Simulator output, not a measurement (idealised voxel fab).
process module | voxel capacitor over wiring
cross-section cut | 195 nm wide | cells 5 nm
A cross-section is a grid of square cells, given in bands from the top down. A band is one or more rows of cells.
Each band's line starts with the height of the band's top and of its bottom, in nm. Then come its materials from left to right, each with its width in nm. One material with "throughout" fills the band from edge to edge. "air" is empty space.
Height 0 is the level under which the wafer as received is all one material. The lowest band goes on downwards, as in "0 down".
A width such as "30 to 40" changes by the same amount from each row of cells to the next, from the band's top row to its bottom row.
"no change" after a step means that no cell of the cross-section changed.
closed voids: empty space of 8 cells or more with no open way to the top, each as width x height at its distance from the left edge, in nm
after a step's settings: what the simulator itself notes on the step
overlay nm, on a step with a mask: how far to the right of its planned place the mask lay; to the left if negative
plan
1 op RECEIVE | material Si
2 op CONFORMAL_DEP | material SiO2 | thk nm 10
3 op DIRECTIONAL_DEP | material TiN | thk nm 5
4 op DIRECTIONAL_DEP | material W | thk nm 25
5 op PATTERN | tone cover | mask id METAL_1 | material resist | width nm 25 | pitch nm 90 | thk nm 15 | overlay nm 0
6 op DIRECTIONAL_ETCH | etch materials W | depth nm 25
7 op DIRECTIONAL_ETCH | etch materials TiN | depth nm 5
8 op STRIP | etch materials resist
9 op CONFORMAL_DEP | material SiN | thk nm 5
10 op FILL_DEP | material SiO2 | thk nm 5
11 op CMP | height nm 40
12 op CONFORMAL_DEP | material SiCN | thk nm 5
13 op DIRECTIONAL_DEP | material SiO2 | thk nm 20
14 op DIRECTIONAL_DEP | material aC | thk nm 15
15 op PATTERN | tone open | mask id PLUG_1 | material resist | width nm 15 | thk nm 35 | overlay nm 0
16 op DIRECTIONAL_ETCH | etch materials aC | depth nm 15
17 op STRIP | etch materials resist
18 op DIRECTIONAL_ETCH | etch materials SiO2 | depth nm 20
19 op DIRECTIONAL_ETCH | etch materials SiCN | depth nm 5
20 op STRIP | etch materials aC
21 op EPI | material Ru | thk nm 10
22 op EPI | material Ru | thk nm 10
23 op EPI | material Ru | thk nm 5
24 op DIRECTIONAL_DEP | material TiN | thk nm 5
25 op DIRECTIONAL_DEP | material Al2O3 | thk nm 5
26 op DIRECTIONAL_DEP | material TiN | thk nm 10
27 op MASKED_ETCH | tone cover | mask id UPPER_PLATE | width nm 70 | etch materials TiN | depth nm 10 | overlay nm 0
28 op MASKED_ETCH | tone cover | mask id UPPER_PLATE | width nm 70 | etch materials Al2O3 | depth nm 5 | overlay nm 0
29 op MASKED_ETCH | tone cover | mask id LOWER_PLATE | width nm 80 | etch materials TiN | depth nm 5 | overlay nm 0
30 op FILL_DEP | material SiO2 | thk nm 20
31 op CMP | height nm 100
32 op MASKED_ETCH | tone open | mask id PLUG_2 | width nm 15 | etch materials SiO2 | depth nm 15 | overlay nm 0
33 op CONFORMAL_DEP | material TiN | thk nm 5
34 op FILL_DEP | material Ru | thk nm 5
35 op CMP | height nm 100
36 op CONFORMAL_DEP | material SiCN | thk nm 5
first wafer, as planned
as received, after step 1
  0 down: Si throughout
  closed voids: none
after step 2
  10 to 0: SiO2 throughout
  below 0: unchanged
after step 3
  15 to 10: TiN throughout
  below 10: unchanged
after step 4
  40 to 15: W throughout
  below 15: unchanged
after step 5
  55 to 40: air 40 | resist 25 | air 65 | resist 25 | air 40
  below 40: unchanged
after step 6
  55 to 40: air 40 | resist 25 | air 65 | resist 25 | air 40
  40 to 15: air 40 | W 25 | air 65 | W 25 | air 40
  below 15: unchanged
after step 7
  55 to 40: air 40 | resist 25 | air 65 | resist 25 | air 40
  40 to 15: air 40 | W 25 | air 65 | W 25 | air 40
  15 to 10: air 40 | TiN 25 | air 65 | TiN 25 | air 40
  below 10: unchanged
after step 8
  40 to 15: air 40 | W 25 | air 65 | W 25 | air 40
  below 15: unchanged
after step 9
  45 to 40: air 35 | SiN 35 | air 55 | SiN 35 | air 35
  40 to 15: air 35 | SiN 5 | W 25 | SiN 5 | air 55 | SiN 5 | W 25 | SiN 5 | air 35
  15 to 10: SiN 40 | TiN 25 | SiN 65 | TiN 25 | SiN 40
  below 10: unchanged
after step 10
  50 to 45: SiO2 throughout
  45 to 40: SiO2 35 | SiN 35 | SiO2 55 | SiN 35 | SiO2 35
  40 to 15: SiO2 35 | SiN 5 | W 25 | SiN 5 | SiO2 55 | SiN 5 | W 25 | SiN 5 | SiO2 35
  below 15: unchanged
after step 11
  40 to 15: SiO2 35 | SiN 5 | W 25 | SiN 5 | SiO2 55 | SiN 5 | W 25 | SiN 5 | SiO2 35
  below 15: unchanged
after step 12
  45 to 40: SiCN throughout
  below 40: unchanged
after step 13
  65 to 45: SiO2 throughout
  below 45: unchanged
after step 14
  80 to 65: aC throughout
  below 65: unchanged
after step 15
  115 to 80: resist 50 | air 15 | resist 130
  below 80: unchanged
after step 16
  100 to 80: resist 50 | air 15 | resist 130
  80 to 65: aC 50 | air 15 | aC 130
  below 65: unchanged
after step 17
  80 to 65: aC 50 | air 15 | aC 130
  below 65: unchanged
after step 18
  80 to 65: aC 50 | air 15 | aC 130
  65 to 45: SiO2 50 | air 15 | SiO2 130
  below 45: unchanged
after step 19
  80 to 65: aC 50 | air 15 | aC 130
  65 to 45: SiO2 50 | air 15 | SiO2 130
  45 to 40: SiCN 50 | air 15 | SiCN 130
  below 40: unchanged
after step 20
  65 to 45: SiO2 50 | air 15 | SiO2 130
  below 45: unchanged
after step 21
  65 to 50: SiO2 50 | air 15 | SiO2 130
  50 to 45: SiO2 50 | Ru 15 | SiO2 130
  45 to 40: SiCN 50 | Ru 15 | SiCN 130
  below 40: unchanged
after step 22
  65 to 60: SiO2 50 | air 15 | SiO2 130
  60 to 45: SiO2 50 | Ru 15 | SiO2 130
  below 45: unchanged
after step 23
  65 to 45: SiO2 50 | Ru 15 | SiO2 130
  below 45: unchanged
after step 24
  70 to 65: TiN throughout
  below 65: unchanged
after step 25
  75 to 70: Al2O3 throughout
  below 70: unchanged
after step 26
  85 to 75: TiN throughout
  below 75: unchanged
after step 27
  85 to 75: air 50 | TiN 70 | air 75
  below 75: unchanged
after step 28
  85 to 75: air 50 | TiN 70 | air 75
  75 to 70: air 50 | Al2O3 70 | air 75
  below 70: unchanged
after step 29
  85 to 75: air 50 | TiN 70 | air 75
  75 to 70: air 50 | Al2O3 70 | air 75
  70 to 65: air 45 | TiN 80 | air 70
  below 65: unchanged
after step 30
  105 to 85: SiO2 throughout
  85 to 75: SiO2 50 | TiN 70 | SiO2 75
  75 to 70: SiO2 50 | Al2O3 70 | SiO2 75
  70 to 65: SiO2 45 | TiN 80 | SiO2 70
  below 65: unchanged
after step 31
  100 to 85: SiO2 throughout
  below 85: unchanged
after step 32
  100 to 85: SiO2 60 | air 15 | SiO2 120
  below 85: unchanged
after step 33
  105 to 100: TiN 65 | air 5 | TiN 125
  100 to 90: SiO2 60 | TiN 5 | air 5 | TiN 5 | SiO2 120
  90 to 85: SiO2 60 | TiN 15 | SiO2 120
  below 85: unchanged
after step 34
  110 to 105: Ru throughout
  105 to 100: TiN 65 | Ru 5 | TiN 125
  100 to 90: SiO2 60 | TiN 5 | Ru 5 | TiN 5 | SiO2 120
  below 90: unchanged
after step 35
  100 to 90: SiO2 60 | TiN 5 | Ru 5 | TiN 5 | SiO2 120
  below 90: unchanged
after step 36
  105 to 100: SiCN throughout
  below 100: unchanged
second wafer: like start, like plan, one mistake. Through step 2 it matches the first wafer
when step 3 should have ended: no change
when step 4 should have ended
  35 to 10: W throughout
  below 10: unchanged
when step 5 should have ended
  50 to 35: air 40 | resist 25 | air 65 | resist 25 | air 40
  below 35: unchanged
when step 6 should have ended
  50 to 35: air 40 | resist 25 | air 65 | resist 25 | air 40
  35 to 10: air 40 | W 25 | air 65 | W 25 | air 40
  below 10: unchanged
when step 7 should have ended: no change
when step 8 should have ended
  35 to 10: air 40 | W 25 | air 65 | W 25 | air 40
  below 10: unchanged
when step 9 should have ended
  40 to 35: air 35 | SiN 35 | air 55 | SiN 35 | air 35
  35 to 15: air 35 | SiN 5 | W 25 | SiN 5 | air 55 | SiN 5 | W 25 | SiN 5 | air 35
  15 to 10: SiN 40 | W 25 | SiN 65 | W 25 | SiN 40
  below 10: unchanged
when step 10 should have ended
  45 to 40: SiO2 throughout
  40 to 35: SiO2 35 | SiN 35 | SiO2 55 | SiN 35 | SiO2 35
  35 to 15: SiO2 35 | SiN 5 | W 25 | SiN 5 | SiO2 55 | SiN 5 | W 25 | SiN 5 | SiO2 35
  below 15: unchanged
when step 11 should have ended
  40 to 35: SiO2 35 | SiN 35 | SiO2 55 | SiN 35 | SiO2 35
  below 35: unchanged
when step 12 should have ended
  45 to 40: SiCN throughout
  below 40: unchanged
when step 13 should have ended
  65 to 45: SiO2 throughout
  below 45: unchanged
when step 14 should have ended
  80 to 65: aC throughout
  below 65: unchanged
when step 15 should have ended
  115 to 80: resist 50 | air 15 | resist 130
  below 80: unchanged
when step 16 should have ended
  100 to 80: resist 50 | air 15 | resist 130
  80 to 65: aC 50 | air 15 | aC 130
  below 65: unchanged
when step 17 should have ended
  80 to 65: aC 50 | air 15 | aC 130
  below 65: unchanged
when step 18 should have ended
  80 to 65: aC 50 | air 15 | aC 130
  65 to 45: SiO2 50 | air 15 | SiO2 130
  below 45: unchanged
when step 19 should have ended
  80 to 65: aC 50 | air 15 | aC 130
  65 to 45: SiO2 50 | air 15 | SiO2 130
  45 to 40: SiCN 50 | air 15 | SiCN 130
  below 40: unchanged
when step 20 should have ended
  65 to 45: SiO2 50 | air 15 | SiO2 130
  below 45: unchanged
when step 21 should have ended: no change
when step 22 should have ended: no change
when step 23 should have ended: no change
when step 24 should have ended
  70 to 65: TiN 50 | air 15 | TiN 130
  65 to 45: SiO2 50 | air 15 | SiO2 130
  45 to 40: SiCN 50 | TiN 15 | SiCN 130
  below 40: unchanged
when step 25 should have ended
  75 to 70: Al2O3 50 | air 15 | Al2O3 130
  70 to 65: TiN 50 | air 15 | TiN 130
  65 to 50: SiO2 50 | air 15 | SiO2 130
  50 to 45: SiO2 50 | Al2O3 15 | SiO2 130
  below 45: unchanged
when step 26 should have ended
  85 to 75: TiN 50 | air 15 | TiN 130
  75 to 70: Al2O3 50 | air 15 | Al2O3 130
  70 to 65: TiN 50 | air 15 | TiN 130
  65 to 60: SiO2 50 | air 15 | SiO2 130
  60 to 50: SiO2 50 | TiN 15 | SiO2 130
  below 50: unchanged
when step 27 should have ended
  85 to 75: air 65 | TiN 55 | air 75
  below 75: unchanged
when step 28 should have ended
  85 to 75: air 65 | TiN 55 | air 75
  75 to 70: air 65 | Al2O3 55 | air 75
  below 70: unchanged
when step 29 should have ended
  85 to 75: air 65 | TiN 55 | air 75
  75 to 70: air 65 | Al2O3 55 | air 75
  70 to 65: air 45 | TiN 5 | air 15 | TiN 60 | air 70
  below 65: unchanged
when step 30 should have ended
  105 to 85: SiO2 throughout
  85 to 75: SiO2 65 | TiN 55 | SiO2 75
  75 to 70: SiO2 65 | Al2O3 55 | SiO2 75
  70 to 65: SiO2 45 | TiN 5 | SiO2 15 | TiN 60 | SiO2 70
  65 to 60: SiO2 throughout
  below 60: unchanged
when step 31 should have ended
  100 to 85: SiO2 throughout
  below 85: unchanged
when step 32 should have ended
  100 to 85: SiO2 60 | air 15 | SiO2 120
  below 85: unchanged
when step 33 should have ended
  105 to 100: TiN 65 | air 5 | TiN 125
  100 to 90: SiO2 60 | TiN 5 | air 5 | TiN 5 | SiO2 120
  90 to 85: SiO2 60 | TiN 15 | SiO2 120
  below 85: unchanged
when step 34 should have ended
  110 to 105: Ru throughout
  105 to 100: TiN 65 | Ru 5 | TiN 125
  100 to 90: SiO2 60 | TiN 5 | Ru 5 | TiN 5 | SiO2 120
  below 90: unchanged
when step 35 should have ended
  100 to 90: SiO2 60 | TiN 5 | Ru 5 | TiN 5 | SiO2 120
  below 90: unchanged
when step 36 should have ended
  105 to 100: SiCN throughout
  below 100: unchanged
what went wrong: step 3 was left out
at the end the second wafer has, in cells: 15 fewer of Ru | 10 more of SiN | 15 more of SiO2 | 10 fewer of TiN
